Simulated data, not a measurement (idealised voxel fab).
Herein follows the process module entitled voxel transistor to metal.
In the cross-section labelled cut, the width is 175 nm and each square cell is 5 nm.
This document writes a cross-section as a grid whose cells are square, and gives it as bands, listed from the top down; one or more rows of cells form a band. The band entry comprises the height of the band's top followed by the height of its bottom, expressed in nm, and subsequently the band's materials from left to right, each stated together with its width in nm. Where a single material is marked with the word "all across", that material fills the band from edge to edge. The word "blank" represents empty space. The level at which height equals 0 is the one under which the wafer, as it arrives, is entirely one material. No lower edge exists for the bottom band, which continues downward and is notated as in "top 0, no bottom". Width "30 to 40": first value at the band's top row of cells, second value at its bottom row, equal change from row to row. "nothing different" (step): cross-section cells unchanged, all of them. "Enclosed empty spaces" - sealed voids, min. 8 cells, no opening to top; format: width x height at distance (distance from left edge; nm throughout). Heads up: the bit after the settings on a step's line is the simulator's remark on that step. On any step carrying a mask, the "overlay nm" setting, if present on the step's line, tells how far right of its planned place the mask lay; negative values point to the left.
Listed below are the process steps as planned:
1,RECEIVE,material Si
2,OXIDIZE,depth nm 5
3,CONFORMAL_DEP,material SiN,thk nm 15
4,PATTERN,tone cover,mask id ACTIVE,material resist,width nm 105,thk nm 15,overlay nm 0
5,DIRECTIONAL_ETCH,etch materials SiN,depth nm 15
6,DIRECTIONAL_ETCH,etch materials SiO2,depth nm 5
7,DIRECTIONAL_ETCH,etch materials Si,depth nm 30
8,STRIP,etch materials resist
9,OXIDIZE,depth nm 5
10,FILL_DEP,material SiO2,thk nm 15
11,CMP,height nm 15
12,SELECTIVE_ETCH,etch materials SiO2,depth nm 5
13,STRIP,etch materials SiN
14,SELECTIVE_ETCH,etch materials SiO2,depth nm 5
15,OXIDIZE,depth nm 5
16,DIRECTIONAL_DEP,material polySi,thk nm 30
17,DIRECTIONAL_DEP,material SiCN,thk nm 10
18,DIRECTIONAL_DEP,material aC,thk nm 10
19,PATTERN,tone cover,mask id GATE,material resist,width nm 25,thk nm 30,overlay nm 0
20,DIRECTIONAL_ETCH,etch materials aC,depth nm 10
21,STRIP,etch materials resist
22,DIRECTIONAL_ETCH,etch materials SiCN,depth nm 20
23,DIRECTIONAL_ETCH,etch materials polySi,depth nm 40
24,STRIP,etch materials aC
25,CONFORMAL_DEP,material SiN,thk nm 10
26,DIRECTIONAL_ETCH,etch materials SiN,depth nm 10
27,DIRECTIONAL_ETCH,etch materials SiO2,depth nm 5
28,DIRECTIONAL_ETCH,etch materials Si,depth nm 10
29,EPI,material SiGe,thk nm 10
30,FILL_DEP,material SiO2,thk nm 10
31,CMP,height nm 25
32,STRIP,etch materials polySi
33,SELECTIVE_ETCH,etch materials SiO2,depth nm 5
34,CONFORMAL_DEP,material HfO2,thk nm 5
35,CONFORMAL_DEP,material TiN,thk nm 5
36,FILL_DEP,material W,thk nm 5
37,CMP,height nm 20
38,DIRECTIONAL_DEP,material SiO2,thk nm 15
39,MASKED_ETCH,tone open,mask id CONTACT,width nm 20,pitch nm 75,etch materials SiO2,depth nm 45,overlay nm 0
40,CONFORMAL_DEP,material TiN,thk nm 5
41,FILL_DEP,material Ru,thk nm 5
42,CMP,height nm 35
43,DIRECTIONAL_DEP,material TiN,thk nm 5
44,DIRECTIONAL_DEP,material W,thk nm 25
45,DIRECTIONAL_DEP,material aC,thk nm 15
46,PATTERN,tone cover,mask id METAL_1,material resist,width nm 20,pitch nm 75,thk nm 35,overlay nm 0
47,DIRECTIONAL_ETCH,etch materials aC,depth nm 15
48,STRIP,etch materials resist
49,DIRECTIONAL_ETCH,etch materials W,depth nm 25
50,DIRECTIONAL_ETCH,etch materials TiN,depth nm 5
51,STRIP,etch materials aC
52,FILL_DEP,material SiO2,thk nm 5
53,CMP,height nm 65
54,CONFORMAL_DEP,material SiCN,thk nm 5
55,DIRECTIONAL_DEP,material lowk,thk nm 30
56,DIRECTIONAL_DEP,material aC,thk nm 15
57,PATTERN,tone open,mask id METAL_2,material resist,width nm 20,pitch nm 75,thk nm 30,overlay nm 0
58,DIRECTIONAL_ETCH,etch materials aC,depth nm 15
59,STRIP,etch materials resist
60,DIRECTIONAL_ETCH,etch materials lowk,depth nm 15
61,STRIP,etch materials aC
62,DIRECTIONAL_DEP,material aC,thk nm 15
63,PATTERN,tone open,mask id METAL_2_HOLES,material resist,width nm 15,pitch nm 75,thk nm 30,overlay nm 0
64,DIRECTIONAL_ETCH,etch materials aC,depth nm 15
65,STRIP,etch materials resist
66,DIRECTIONAL_ETCH,etch materials lowk,depth nm 15
67,DIRECTIONAL_ETCH,etch materials SiCN,depth nm 5
68,STRIP,etch materials aC
69,CONFORMAL_DEP,material TiN,thk nm 5
70,FILL_DEP,material Cu,thk nm 5
71,CMP,height nm 100
72,CONFORMAL_DEP,material SiN,thk nm 5
Delivered wafer in cross-section: state after step 1:
	top 0, no bottom  Si all across
	Enclosed empty spaces: none
Sectioned view, first of two wafers, at the close of the module, processed as intended in the plan:
	top 105, bottom 100  SiN all across
	top 100, bottom 90  lowk 40 nm; TiN 5 nm; Cu 10 nm; TiN 5 nm; lowk 55 nm; TiN 5 nm; Cu 10 nm; TiN 5 nm; lowk 40 nm
	top 90, bottom 85  lowk 40 nm; TiN 5 nm; Cu 5 nm; TiN 10 nm; lowk 55 nm; TiN 5 nm; Cu 5 nm; TiN 10 nm; lowk 40 nm
	top 85, bottom 70  lowk 40 nm; TiN 5 nm; Cu 5 nm; TiN 5 nm; lowk 60 nm; TiN 5 nm; Cu 5 nm; TiN 5 nm; lowk 45 nm
	top 70, bottom 65  SiCN 40 nm; TiN 15 nm; SiCN 60 nm; TiN 15 nm; SiCN 45 nm
	top 65, bottom 40  SiO2 40 nm; W 20 nm; SiO2 55 nm; W 20 nm; SiO2 40 nm
	top 40, bottom 35  SiO2 40 nm; TiN 20 nm; SiO2 55 nm; TiN 20 nm; SiO2 40 nm
	top 35, bottom 20  SiO2 40 nm; TiN 5 nm; Ru 10 nm; TiN 5 nm; SiO2 55 nm; TiN 5 nm; Ru 10 nm; TiN 5 nm; SiO2 40 nm
	top 20, bottom 5  SiO2 40 nm; TiN 5 nm; Ru 10 nm; TiN 5 nm; SiO2 5 nm; SiN 10 nm; HfO2 5 nm; TiN 5 nm; W 5 nm; TiN 5 nm; HfO2 5 nm; SiN 10 nm; SiO2 5 nm; TiN 5 nm; Ru 10 nm; TiN 5 nm; SiO2 40 nm
	top 5, bottom 0  SiO2 30 nm; SiN 10 nm; TiN 5 nm; Ru 5 nm; TiN 10 nm; SiO2 5 nm; SiN 10 nm; HfO2 5 nm; TiN 5 nm; W 5 nm; TiN 5 nm; HfO2 5 nm; SiN 10 nm; SiO2 5 nm; TiN 10 nm; Ru 5 nm; TiN 5 nm; SiN 10 nm; SiO2 30 nm
	top 0, bottom -5  SiO2 30 nm; SiN 10 nm; TiN 5 nm; Ru 5 nm; TiN 5 nm; SiGe 10 nm; SiN 10 nm; HfO2 5 nm; TiN 15 nm; HfO2 5 nm; SiN 10 nm; SiGe 10 nm; TiN 5 nm; Ru 5 nm; TiN 5 nm; SiN 10 nm; SiO2 30 nm
	top -5, bottom -10  SiO2 40 nm; TiN 15 nm; SiGe 10 nm; SiO2 5 nm; HfO2 35 nm; SiO2 5 nm; SiGe 10 nm; TiN 15 nm; SiO2 40 nm
	top -10, bottom -20  SiO2 40 nm; SiGe 25 nm; Si 45 nm; SiGe 25 nm; SiO2 40 nm
	top -20, bottom -40  SiO2 40 nm; Si 95 nm; SiO2 40 nm
	top -40, no bottom  Si all across
	Enclosed empty spaces: none
Cross-section, wafer two of two, end of module: same start and plan as wafer one, one error in execution:
	top 105, bottom 100  SiN all across
	top 100, bottom 90  lowk 40 nm; TiN 5 nm; Cu 10 nm; TiN 5 nm; lowk 55 nm; TiN 5 nm; Cu 10 nm; TiN 5 nm; lowk 40 nm
	top 90, bottom 80  lowk 40 nm; TiN 5 nm; Cu 5 nm; TiN 10 to 5 nm; lowk 55 to 60 nm; TiN 5 nm; Cu 5 nm; TiN 10 to 5 nm; lowk 40 to 45 nm
	top 80, bottom 75  lowk 40 nm; TiN 15 nm; lowk 60 nm; TiN 15 nm; lowk 45 nm
	top 75, bottom 70  lowk all across
	top 70, bottom 65  SiCN all across
	top 65, bottom 40  SiO2 40 nm; W 20 nm; SiO2 55 nm; W 20 nm; SiO2 40 nm
	top 40, bottom 35  SiO2 40 nm; TiN 20 nm; SiO2 55 nm; TiN 20 nm; SiO2 40 nm
	top 35, bottom 20  SiO2 40 nm; TiN 5 nm; Ru 10 nm; TiN 5 nm; SiO2 55 nm; TiN 5 nm; Ru 10 nm; TiN 5 nm; SiO2 40 nm
	top 20, bottom 5  SiO2 40 nm; TiN 5 nm; Ru 10 nm; TiN 5 nm; SiO2 5 nm; SiN 10 nm; HfO2 5 nm; TiN 5 nm; W 5 nm; TiN 5 nm; HfO2 5 nm; SiN 10 nm; SiO2 5 nm; TiN 5 nm; Ru 10 nm; TiN 5 nm; SiO2 40 nm
	top 5, bottom 0  SiO2 30 nm; SiN 10 nm; TiN 5 nm; Ru 5 nm; TiN 10 nm; SiO2 5 nm; SiN 10 nm; HfO2 5 nm; TiN 5 nm; W 5 nm; TiN 5 nm; HfO2 5 nm; SiN 10 nm; SiO2 5 nm; TiN 10 nm; Ru 5 nm; TiN 5 nm; SiN 10 nm; SiO2 30 nm
	top 0, bottom -5  SiO2 30 nm; SiN 10 nm; TiN 5 nm; Ru 5 nm; TiN 5 nm; SiGe 10 nm; SiN 10 nm; HfO2 5 nm; TiN 15 nm; HfO2 5 nm; SiN 10 nm; SiGe 10 nm; TiN 5 nm; Ru 5 nm; TiN 5 nm; SiN 10 nm; SiO2 30 nm
	top -5, bottom -10  SiO2 40 nm; TiN 15 nm; SiGe 10 nm; SiO2 5 nm; HfO2 35 nm; SiO2 5 nm; SiGe 10 nm; TiN 15 nm; SiO2 40 nm
	top -10, bottom -20  SiO2 40 nm; SiGe 25 nm; Si 45 nm; SiGe 25 nm; SiO2 40 nm
	top -20, bottom -40  SiO2 40 nm; Si 95 nm; SiO2 40 nm
	top -40, no bottom  Si all across
	Enclosed empty spaces: none
what went wrong: the process deviated at step 66: the operation and settings actually run there were DIRECTIONAL_ETCH,etch materials lowk,depth nm 10
Wafer comparison, final, in cells, second relative to first, materials more or fewer: 4 fewer of Cu | 6 more of SiCN | 8 fewer of TiN | 6 more of lowk
